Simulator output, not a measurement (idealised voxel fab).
process module | voxel self aligned vias
cross-section cut | 275 nm wide | cells 5 nm
A cross-section is a grid of square cells, given in bands from the top down. A band is one or more rows of cells.
Each band's line starts with the height of the band's top and of its bottom, in nm. Then come its materials from left to right, each with its width in nm. One material with "throughout" fills the band from edge to edge. "air" is empty space.
Height 0 is the level under which the wafer as received is all one material. The lowest band goes on downwards, as in "0 down".
A width such as "30 to 40" changes by the same amount from each row of cells to the next, from the band's top row to its bottom row.
"no change" after a step means that no cell of the cross-section changed.
closed voids: empty space of 8 cells or more with no open way to the top, each as width x height at its distance from the left edge, in nm
after a step's settings: what the simulator itself notes on the step
overlay nm, on a step with a mask: how far to the right of its planned place the mask lay; to the left if negative
plan
1 op RECEIVE | material Si
2 op CONFORMAL_DEP | material SiO2 | thk nm 15
3 op CONFORMAL_DEP | material SiCN | thk nm 5
4 op DIRECTIONAL_DEP | material lowk | thk nm 30
5 op DIRECTIONAL_DEP | material aC | thk nm 15
6 op PATTERN | tone open | mask id LINES | material resist | width nm 20 | pitch nm 60 | thk nm 35 | overlay nm 0
7 op DIRECTIONAL_ETCH | etch materials aC | depth nm 15
8 op STRIP | etch materials resist
9 op DIRECTIONAL_ETCH | etch materials lowk | depth nm 30
10 op STRIP | etch materials aC
11 op CONFORMAL_DEP | material TiN | thk nm 5
12 op FILL_DEP | material W | thk nm 10
13 op CMP | height nm 50
14 op SELECTIVE_ETCH | etch materials W Ru TiN | depth nm 5
15 op FILL_DEP | material SiN | thk nm 5
16 op CMP | height nm 50
17 op DIRECTIONAL_DEP | material lowk | thk nm 20
18 op MASKED_ETCH | tone open | mask id VIAS | width nm 30 | pitch nm 60 | etch materials lowk | depth nm 20 | overlay nm 0
19 op MASKED_ETCH | tone open | mask id VIAS | width nm 30 | pitch nm 60 | etch materials SiN | depth nm 5 | overlay nm 0
20 op CONFORMAL_DEP | material TiN | thk nm 5
21 op FILL_DEP | material Cu | thk nm 10
22 op CMP | height nm 70
23 op CONFORMAL_DEP | material SiN | thk nm 5
first wafer, as planned
as received, after step 1
  0 down: Si throughout
  closed voids: none
after step 2
  15 to 0: SiO2 throughout
  below 0: unchanged
after step 3
  20 to 15: SiCN throughout
  below 15: unchanged
after step 4
  50 to 20: lowk throughout
  below 20: unchanged
after step 5
  65 to 50: aC throughout
  below 50: unchanged
after step 6
  100 to 65: resist 65 | air 20 | resist 40 | air 20 | resist 40 | air 20 | resist 70
  below 65: unchanged
after step 7
  85 to 65: resist 65 | air 20 | resist 40 | air 20 | resist 40 | air 20 | resist 70
  65 to 50: aC 65 | air 20 | aC 40 | air 20 | aC 40 | air 20 | aC 70
  below 50: unchanged
after step 8
  65 to 50: aC 65 | air 20 | aC 40 | air 20 | aC 40 | air 20 | aC 70
  below 50: unchanged
after step 9
  65 to 50: aC 65 | air 20 | aC 40 | air 20 | aC 40 | air 20 | aC 70
  50 to 20: lowk 65 | air 20 | lowk 40 | air 20 | lowk 40 | air 20 | lowk 70
  below 20: unchanged
after step 10
  50 to 20: lowk 65 | air 20 | lowk 40 | air 20 | lowk 40 | air 20 | lowk 70
  below 20: unchanged
after step 11
  55 to 50: TiN 70 | air 10 | TiN 50 | air 10 | TiN 50 | air 10 | TiN 75
  50 to 25: lowk 65 | TiN 5 | air 10 | TiN 5 | lowk 40 | TiN 5 | air 10 | TiN 5 | lowk 40 | TiN 5 | air 10 | TiN 5 | lowk 70
  25 to 20: lowk 65 | TiN 20 | lowk 40 | TiN 20 | lowk 40 | TiN 20 | lowk 70
  below 20: unchanged
after step 12
  65 to 55: W throughout
  55 to 50: TiN 70 | W 10 | TiN 50 | W 10 | TiN 50 | W 10 | TiN 75
  50 to 25: lowk 65 | TiN 5 | W 10 | TiN 5 | lowk 40 | TiN 5 | W 10 | TiN 5 | lowk 40 | TiN 5 | W 10 | TiN 5 | lowk 70
  below 25: unchanged
after step 13
  50 to 25: lowk 65 | TiN 5 | W 10 | TiN 5 | lowk 40 | TiN 5 | W 10 | TiN 5 | lowk 40 | TiN 5 | W 10 | TiN 5 | lowk 70
  below 25: unchanged
after step 14
  50 to 45: lowk 65 | air 20 | lowk 40 | air 20 | lowk 40 | air 20 | lowk 70
  below 45: unchanged
after step 15
  55 to 50: SiN throughout
  50 to 45: lowk 65 | SiN 20 | lowk 40 | SiN 20 | lowk 40 | SiN 20 | lowk 70
  below 45: unchanged
after step 16
  50 to 45: lowk 65 | SiN 20 | lowk 40 | SiN 20 | lowk 40 | SiN 20 | lowk 70
  below 45: unchanged
after step 17
  70 to 50: lowk throughout
  below 50: unchanged
after step 18
  70 to 50: lowk 60 | air 30 | lowk 30 | air 30 | lowk 30 | air 30 | lowk 65
  below 50: unchanged
after step 19
  70 to 50: lowk 60 | air 30 | lowk 30 | air 30 | lowk 30 | air 30 | lowk 65
  50 to 45: lowk 65 | air 20 | lowk 40 | air 20 | lowk 40 | air 20 | lowk 70
  below 45: unchanged
after step 20
  75 to 70: TiN 65 | air 20 | TiN 40 | air 20 | TiN 40 | air 20 | TiN 70
  70 to 55: lowk 60 | TiN 5 | air 20 | TiN 5 | lowk 30 | TiN 5 | air 20 | TiN 5 | lowk 30 | TiN 5 | air 20 | TiN 5 | lowk 65
  55 to 50: lowk 60 | TiN 10 | air 10 | TiN 10 | lowk 30 | TiN 10 | air 10 | TiN 10 | lowk 30 | TiN 10 | air 10 | TiN 10 | lowk 65
  50 to 45: lowk 65 | TiN 20 | lowk 40 | TiN 20 | lowk 40 | TiN 20 | lowk 70
  below 45: unchanged
after step 21
  85 to 75: Cu throughout
  75 to 70: TiN 65 | Cu 20 | TiN 40 | Cu 20 | TiN 40 | Cu 20 | TiN 70
  70 to 55: lowk 60 | TiN 5 | Cu 20 | TiN 5 | lowk 30 | TiN 5 | Cu 20 | TiN 5 | lowk 30 | TiN 5 | Cu 20 | TiN 5 | lowk 65
  55 to 50: lowk 60 | TiN 10 | Cu 10 | TiN 10 | lowk 30 | TiN 10 | Cu 10 | TiN 10 | lowk 30 | TiN 10 | Cu 10 | TiN 10 | lowk 65
  below 50: unchanged
after step 22
  70 to 55: lowk 60 | TiN 5 | Cu 20 | TiN 5 | lowk 30 | TiN 5 | Cu 20 | TiN 5 | lowk 30 | TiN 5 | Cu 20 | TiN 5 | lowk 65
  below 55: unchanged
after step 23
  75 to 70: SiN throughout
  below 70: unchanged
second wafer: like start, like plan, one mistake. Through step 17 it matches the first wafer
when step 18 should have ended
  70 to 50: air 60 | lowk 30 | air 30 | lowk 30 | air 30 | lowk 30 | air 65
  below 50: unchanged
when step 19 should have ended: no change
when step 20 should have ended
  75 to 70: air 55 | TiN 40 | air 20 | TiN 40 | air 20 | TiN 40 | air 60
  70 to 55: air 55 | TiN 5 | lowk 30 | TiN 5 | air 20 | TiN 5 | lowk 30 | TiN 5 | air 20 | TiN 5 | lowk 30 | TiN 5 | air 60
  55 to 50: TiN 60 | lowk 30 | TiN 30 | lowk 30 | TiN 30 | lowk 30 | TiN 65
  below 50: unchanged
when step 21 should have ended
  85 to 75: Cu throughout
  75 to 70: Cu 55 | TiN 40 | Cu 20 | TiN 40 | Cu 20 | TiN 40 | Cu 60
  70 to 55: Cu 55 | TiN 5 | lowk 30 | TiN 5 | Cu 20 | TiN 5 | lowk 30 | TiN 5 | Cu 20 | TiN 5 | lowk 30 | TiN 5 | Cu 60
  below 55: unchanged
when step 22 should have ended
  70 to 55: Cu 55 | TiN 5 | lowk 30 | TiN 5 | Cu 20 | TiN 5 | lowk 30 | TiN 5 | Cu 20 | TiN 5 | lowk 30 | TiN 5 | Cu 60
  below 55: unchanged
when step 23 should have ended
  75 to 70: SiN throughout
  below 70: unchanged
what went wrong: step 18 ran as: op MASKED_ETCH | tone cover | mask id VIAS | width nm 30 | pitch nm 60 | etch materials lowk | depth nm 20 | overlay nm 0
at the end the second wafer has, in cells: 51 more of Cu | 12 more of SiN | 13 more of TiN | 76 fewer of lowk
